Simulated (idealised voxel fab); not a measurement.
Herein follows the process module entitled voxel self aligned vias.
Section cut is 270 nm wide and gridded with 5 nm square cells.
This document writes a cross-section as a grid whose cells are square, and gives it as bands, listed from the top down; one or more rows of cells form a band.
This entry defines a band. It first specifies the height of the band's top and the height of its bottom in nm, and then specifies the band's materials from left to right, stating each material with its width in nm. The word "full width" identifies a single material that fills the band from edge to edge, while the word "air" identifies empty space.
Where do heights start? At 0: under that level the wafer as delivered is made of one material only. And the lowest band has no floor; it just carries on downward, as in "0 nm and below".
Width spec "30 to 40" -> top row of cells at first value, bottom row at second value, equal per-row change in between.
When a step is marked "remained the same", none of the cells in the cross-section changed during that step.
The entry "Closed void listing" lists the empty spaces that cover at least 8 cells and have no open path to the top. Each is written as width x height at distance, where the distance is measured from the left edge and all three values are in nm.
On each step's line, the part that comes after the settings is the simulator's own comment on the step.
Steps that use a mask can have "overlay nm" on their line. It says how far the mask sat to the right of where it was meant to be. Negative means to the left.

### Intended process steps
1: RECEIVE with material Si
2: CONFORMAL_DEP with material SiO2, thk nm 15
3: CONFORMAL_DEP with material SiCN, thk nm 5
4: DIRECTIONAL_DEP with material lowk, thk nm 30
5: MASKED_ETCH with tone open, mask id LINES, width nm 25, pitch nm 75, etch materials lowk, depth nm 30, overlay nm 0
6: CONFORMAL_DEP with material TiN, thk nm 5
7: FILL_DEP with material W, thk nm 10
8: CMP with height nm 50
9: SELECTIVE_ETCH with etch materials W Ru TiN, depth nm 5
10: FILL_DEP with material SiN, thk nm 5
11: CMP with height nm 50
12: DIRECTIONAL_DEP with material lowk, thk nm 15
13: MASKED_ETCH with tone open, mask id VIAS, width nm 45, pitch nm 75, etch materials lowk, depth nm 15, overlay nm 0
14: MASKED_ETCH with tone open, mask id VIAS, width nm 45, pitch nm 75, etch materials SiN, depth nm 5, overlay nm 0
15: CONFORMAL_DEP with material TiN, thk nm 5
16: FILL_DEP with material Cu, thk nm 10
17: CMP with height nm 65
18: CONFORMAL_DEP with material SiN, thk nm 5

### The cross-section here shows the wafer as received, i.e. in its state after step 1
  0 nm and below = Si full width
  Closed void listing: none

### One mistake in running the module, otherwise start and plan as above: cross-section at the end
  70 nm to 65 nm = SiN full width
  65 nm to 55 nm = lowk (45) | TiN (5) | Cu (35) | TiN (5) | lowk (30) | TiN (5) | Cu (35) | TiN (5) | lowk (30) | TiN (5) | Cu (35) | TiN (5) | lowk (30)
  55 nm to 50 nm = lowk (45) | TiN (5) | Cu (15) | TiN (25) | lowk (30) | TiN (5) | Cu (15) | TiN (25) | lowk (30) | TiN (5) | Cu (15) | TiN (25) | lowk (30)
  50 nm to 45 nm = lowk (45) | TiN (25) | lowk (50) | TiN (25) | lowk (50) | TiN (25) | lowk (50)
  45 nm to 25 nm = lowk (45) | TiN (5) | W (15) | TiN (5) | lowk (50) | TiN (5) | W (15) | TiN (5) | lowk (50) | TiN (5) | W (15) | TiN (5) | lowk (50)
  25 nm to 20 nm = lowk (45) | TiN (25) | lowk (50) | TiN (25) | lowk (50) | TiN (25) | lowk (50)
  20 nm to 15 nm = SiCN full width
  15 nm to 0 nm = SiO2 full width
  0 nm and below = Si full width
  Closed void listing: none
what went wrong: step 13 ran with different settings than intended, the actual operation and settings being MASKED_ETCH with tone open, mask id VIAS, width nm 45, pitch nm 75, etch materials lowk, depth nm 15, overlay nm 10
